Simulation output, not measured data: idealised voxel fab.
Title: Process Module voxel local oxidation
Square cell edge 5 nm, section width 245 nm, ID cut.
Cross-section, as written here: a square-cell grid given band by band from the top down, where a band holds one or more rows of cells.
Read a band's entry like this: the first values are the height of its top and the height of its bottom in nm, and what follows is the sequence of materials from left to right, each with its width in nm. Note that "blank" is empty space, and that a single material marked "all across" reaches across the band from edge to edge.
Heads up on the height convention: 0 is the point under which the incoming wafer is all one material, and the lowest band has no bottom, it just keeps going down, like "from 0 down".
It should be noted that a width expressed as "30..40" varies in equal increments from row to row of cells within the band, taking the value of the first number at the top row and that of the second number at the bottom row.
No cell of the cross-section changed in a step that is given as "left unchanged".
"Sealed void inventory": sealed empty spaces, 8 cells or more, no open way to top, listed width x height at distance, with distance from the left edge and width, height and distance in nm.
Step line, after settings: the simulator's comment on this step.
The optional step-line setting "overlay nm" applies to steps with a mask and quantifies how far to the right of its planned location the mask lay, a negative value indicating leftward placement.
[Planned process steps]
1 RECEIVE, material Si
2 OXIDIZE, depth nm 5
3 CONFORMAL_DEP, material SiN, thk nm 15
4 MASKED_ETCH, tone cover, mask id ACTIVE, width nm 125, etch materials SiN, depth nm 15, overlay nm 0
5 SELECTIVE_ETCH, etch materials SiO2, depth nm 5
6 OXIDIZE, depth nm 10
7 STRIP, etch materials SiN
[The first of a set of two wafers, run to plan]
[Cross-section of the wafer upon arrival, representing the state reached after step 1]
* from 0 down = Si all across
* Sealed void inventory: none
[Cross-section of the wafer after step 2]
* from 0 to -5 = SiO2 all across
* Whatever lies below -5 is exactly as it was before.
[Cross-section of the wafer after step 3]
* from 15 to 0 = SiN all across
* Whatever lies below 0 is exactly as it was before.
[Cross-section of the wafer after step 4]
* from 15 to 0 = blank (60) | SiN (125) | blank (60)
* Whatever lies below 0 is exactly as it was before.
[Cross-section of the wafer after step 5]
* from 15 to 0 = blank (60) | SiN (125) | blank (60)
* from 0 to -5 = blank (65) | SiO2 (115) | blank (65)
* Whatever lies below -5 is exactly as it was before.
[Cross-section of the wafer after step 6]
* from 15 to 0 = blank (60) | SiN (125) | blank (60)
* from 0 to -5 = blank (65) | SiO2 (115) | blank (65)
* from -5 to -15 = SiO2 (75) | Si (95) | SiO2 (75)
* Whatever lies below -15 is exactly as it was before.
[Cross-section of the wafer after step 7]
* from 0 to -5 = blank (65) | SiO2 (115) | blank (65)
* Whatever lies below -5 is exactly as it was before.
[Second wafer. Start and plan as for the first. One mistake made in running. Agrees with the first up to and including step 5]
[At the planned end of step 6, the second wafer in cross-section]
* from 15 to 0 = blank (60) | SiN (125) | blank (60)
* from 0 to -5 = blank (65) | SiO2 (115) | blank (65)
* from -5 to -20 = SiO2 (80) | Si (85) | SiO2 (80)
* Whatever lies below -20 is exactly as it was before.
[At the planned end of step 7, the second wafer in cross-section]
* from 0 to -5 = blank (65) | SiO2 (115) | blank (65)
* Whatever lies below -5 is exactly as it was before.
Deviation noted in wafer processing: step 6 was not run as planned; what actually ran was OXIDIZE, depth nm 15
FYI, end of process, the second wafer has more or fewer cells of some materials than the first: -36 Si | +36 SiO2
